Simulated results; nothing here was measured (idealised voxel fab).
Process module name: voxel local oxidation
FYI the section here is cut, 280 nm wide, cells are 5 nm squares.
In what follows, cross-sections appear as grids of square cells, described through bands that run from the top down, where every band is one or more rows of cells.
Band: top and bottom heights (nm) first, top before bottom; then materials from left to right, widths in nm. "full width" marks a sole material filling the band edge to edge. "blank" denotes empty space.
Heights are expressed relative to 0, this being the level below which the as-received wafer comprises one material exclusively. The lowest band is unbounded in the downward direction and is denoted as in "0 nm and below".
When a width is written as two numbers, as in "30..40", the first number is the width in the top row of cells of the band and the second is the width in its bottom row, and the width changes by the same amount from each row to the next.
"stayed the same" after a step means that no cell of the cross-section changed.
Any empty space of 8 cells or more lacking an open way to the top shows up in "Completely sealed voids" as width x height at distance, distance from the left edge, in nm.
Past the settings on a step's line: simulator remark, on that step.
overlay nm: mask offset rightward from planned place, masked step; negative means leftward offset.

**Steps in the process plan**
step 1: RECEIVE | material Si
step 2: CONFORMAL_DEP | material SiO2 | thk nm 5
step 3: CONFORMAL_DEP | material SiN | thk nm 15
step 4: DIRECTIONAL_DEP | material aC | thk nm 15
step 5: PATTERN | tone cover | mask id ACTIVE | material resist | width nm 125 | thk nm 30 | overlay nm 0
step 6: DIRECTIONAL_ETCH | etch materials aC | depth nm 15
step 7: STRIP | etch materials resist
step 8: DIRECTIONAL_ETCH | etch materials SiN | depth nm 15
step 9: STRIP | etch materials aC
step 10: SELECTIVE_ETCH | etch materials SiO2 | depth nm 5
step 11: OXIDIZE | depth nm 15
step 12: STRIP | etch materials SiN

**First of the two wafers, run per plan**

**Cross-section, incoming material, after step 1**
* 0 nm and below  Si full width
* Completely sealed voids: none

**So this is the wafer cross-section right after step 2**
* 5 nm to 0 nm  SiO2 full width
* Anything lower than 0 is untouched.

**So this is the wafer cross-section right after step 3**
* 20 nm to 5 nm  SiN full width
* Anything lower than 5 is untouched.

**So this is the wafer cross-section right after step 4**
* 35 nm to 20 nm  aC full width
* Anything lower than 20 is untouched.

**So this is the wafer cross-section right after step 5**
* 65 nm to 35 nm  blank=75 | resist=125 | blank=80
* Anything lower than 35 is untouched.

**So this is the wafer cross-section right after step 6**
* 50 nm to 35 nm  blank=75 | resist=125 | blank=80
* 35 nm to 20 nm  blank=75 | aC=125 | blank=80
* Anything lower than 20 is untouched.

**So this is the wafer cross-section right after step 7**
* 35 nm to 20 nm  blank=75 | aC=125 | blank=80
* Anything lower than 20 is untouched.

**So this is the wafer cross-section right after step 8**
* 35 nm to 20 nm  blank=75 | aC=125 | blank=80
* 20 nm to 5 nm  blank=75 | SiN=125 | blank=80
* Anything lower than 5 is untouched.

**So this is the wafer cross-section right after step 9**
* 20 nm to 5 nm  blank=75 | SiN=125 | blank=80
* Anything lower than 5 is untouched.

**So this is the wafer cross-section right after step 10**
* 20 nm to 5 nm  blank=75 | SiN=125 | blank=80
* 5 nm to 0 nm  blank=80 | SiO2=115 | blank=85
* Anything lower than 0 is untouched.

**So this is the wafer cross-section right after step 11**
* 20 nm to 5 nm  blank=75 | SiN=125 | blank=80
* 5 nm to 0 nm  blank=80 | SiO2=115 | blank=85
* 0 nm to -15 nm  SiO2=95 | Si=85 | SiO2=100
* Anything lower than -15 is untouched.

**So this is the wafer cross-section right after step 12**
* 5 nm to 0 nm  blank=80 | SiO2=115 | blank=85
* Anything lower than 0 is untouched.

**For the second wafer, take the first wafer's start and plan, then add one mistake made in running it; everything through step 10, that step included, is shared with the first**

**Planned end of step 11: second wafer, cross-section**
* 20 nm to 5 nm  blank=75 | SiN=125 | blank=80
* 5 nm to 0 nm  blank=80 | SiO2=115 | blank=85
* 0 nm to -25 nm  SiO2=105 | Si=65 | SiO2=110
* Anything lower than -25 is untouched.

**Planned end of step 12: second wafer, cross-section**
* 5 nm to 0 nm  blank=80 | SiO2=115 | blank=85
* Anything lower than 0 is untouched.
Processing error: so step 11 ended up running with a different setting than we planned, it ran as OXIDIZE | depth nm 25
Per the end-of-run cell counts, the second wafer holds more or fewer of some materials than the first: Si -98 | SiO2 +98
